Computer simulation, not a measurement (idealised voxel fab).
This is a process module. Its name is voxel wiring stack.
We display cut, a cross-section 175 nm in width whose square cells are each 5 nm.
In what follows, cross-sections appear as grids of square cells, described through bands that run from the top down, where every band is one or more rows of cells.
The entry gives the band's vertical extent as a top height and a bottom height in nm, then its horizontal make-up as materials from left to right, each with a width in nm. "blank" stands for empty space; a single material marked "edge to edge" fills the band edge to edge.
We count height from 0. Below that, the starting wafer is all one material. The lowest band never ends at the bottom but goes on down; see "0 down" for how that is written.
The two numbers in a width such as "30..40" mark its ends across the band: the first belongs to the top row of cells, the second to the bottom row, and from each row to the next the width moves by the same amount.
Key: "same as before" - step with no changed cell in the cross-section.
The entry "Sealed cavities" lists the empty spaces that cover at least 8 cells and have no open path to the top. Each is written as width x height at distance, where the distance is measured from the left edge and all three values are in nm.
Whatever follows a step's settings on its line is a remark the simulator itself makes about that step.
overlay nm: on a step with a mask, how far right of its planned place the mask lay; negative means left.

Process steps foreseen in the plan
step 1: RECEIVE, material Si
step 2: CONFORMAL_DEP, material SiO2, thk nm 10
step 3: DIRECTIONAL_DEP, material TiN, thk nm 5
step 4: DIRECTIONAL_DEP, material W, thk nm 15
step 5: PATTERN, tone cover, mask id METAL_1, material resist, width nm 30, pitch nm 55, thk nm 15, overlay nm 0
step 6: DIRECTIONAL_ETCH, etch materials W, depth nm 15
step 7: DIRECTIONAL_ETCH, etch materials TiN, depth nm 5
step 8: STRIP, etch materials resist
step 9: FILL_DEP, material lowk, thk nm 5
step 10: CMP, height nm 30
step 11: CONFORMAL_DEP, material SiCN, thk nm 5
step 12: DIRECTIONAL_DEP, material SiO2, thk nm 35
step 13: PATTERN, tone open, mask id METAL_2, material resist, width nm 30, pitch nm 55, thk nm 20, overlay nm 0
step 14: DIRECTIONAL_ETCH, etch materials SiO2, depth nm 20
step 15: STRIP, etch materials resist
step 16: PATTERN, tone open, mask id METAL_2_HOLES, material resist, width nm 15, pitch nm 55, thk nm 20, overlay nm 0
step 17: DIRECTIONAL_ETCH, etch materials SiO2, depth nm 15
step 18: DIRECTIONAL_ETCH, etch materials SiCN, depth nm 5
step 19: STRIP, etch materials resist
step 20: CONFORMAL_DEP, material TiN, thk nm 5
step 21: FILL_DEP, material Cu, thk nm 5
step 22: CMP, height nm 70
step 23: CONFORMAL_DEP, material SiCN, thk nm 5
Among the wafers covered here, the point of difference is the overlay nm at step 16; their starting state is shared, and the plan presents the value of the first wafer.

The as-received cross-section of the first of several wafers corresponds to the state after step 1
* 0 down  Si edge to edge
* Sealed cavities: none

Module finished, last step 23 done: cross-section of the first of several wafers
* 75 to 70  SiCN edge to edge
* 70 to 55  SiO2 (15), TiN (5), Cu (20), TiN (5), SiO2 (25), TiN (5), Cu (20), TiN (5), SiO2 (25), TiN (5), Cu (20), TiN (5), SiO2 (20)
* 55 to 50  SiO2 (15), TiN (5), Cu (5), TiN (20), SiO2 (25), TiN (5), Cu (5), TiN (20), SiO2 (25), TiN (5), Cu (5), TiN (20), SiO2 (20)
* 50 to 35  SiO2 (15), TiN (5), Cu (5), TiN (5), SiO2 (40), TiN (5), Cu (5), TiN (5), SiO2 (40), TiN (5), Cu (5), TiN (5), SiO2 (35)
* 35 to 30  SiCN (15), TiN (15), SiCN (40), TiN (15), SiCN (40), TiN (15), SiCN (35)
* 30 to 15  lowk (15), W (30), lowk (25), W (30), lowk (25), W (30), lowk (20)
* 15 to 10  lowk (15), TiN (30), lowk (25), TiN (30), lowk (25), TiN (30), lowk (20)
* 10 to 0  SiO2 edge to edge
* 0 down  Si edge to edge
* Sealed cavities: none

Last wafer, end of module, cross-section
* 75 to 70  SiCN edge to edge
* 70 to 55  SiO2 (15), TiN (5), Cu (20), TiN (5), SiO2 (25), TiN (5), Cu (20), TiN (5), SiO2 (25), TiN (5), Cu (20), TiN (5), SiO2 (20)
* 55 to 50  SiO2 (15), TiN (20), Cu (5), TiN (5), SiO2 (25), TiN (20), Cu (5), TiN (5), SiO2 (25), TiN (20), Cu (5), TiN (5), SiO2 (20)
* 50 to 35  SiO2 (30), TiN (5), Cu (5), TiN (5), SiO2 (40), TiN (5), Cu (5), TiN (5), SiO2 (40), TiN (5), Cu (5), TiN (5), SiO2 (20)
* 35 to 30  SiCN (30), TiN (15), SiCN (40), TiN (15), SiCN (40), TiN (15), SiCN (20)
* 30 to 15  lowk (15), W (30), lowk (25), W (30), lowk (25), W (30), lowk (20)
* 15 to 10  lowk (15), TiN (30), lowk (25), TiN (30), lowk (25), TiN (30), lowk (20)
* 10 to 0  SiO2 edge to edge
* 0 down  Si edge to edge
* Sealed cavities: none

Basically each wafer gets a line in the table, showing it at the end of the module: material by material, the cells it gained (+) or lost (-) since we got it, then its closed voids
overlay nm 0, +48 Cu, +61 SiCN, +216 SiO2, +78 TiN, +54 W, +68 lowk, Sealed cavities: none
overlay nm 5, +48 Cu, +61 SiCN, +216 SiO2, +78 TiN, +54 W, +68 lowk, Sealed cavities: none
overlay nm 10, +48 Cu, +61 SiCN, +216 SiO2, +78 TiN, +54 W, +68 lowk, Sealed cavities: none
overlay nm 15, +48 Cu, +61 SiCN, +216 SiO2, +78 TiN, +54 W, +68 lowk, Sealed cavities: none
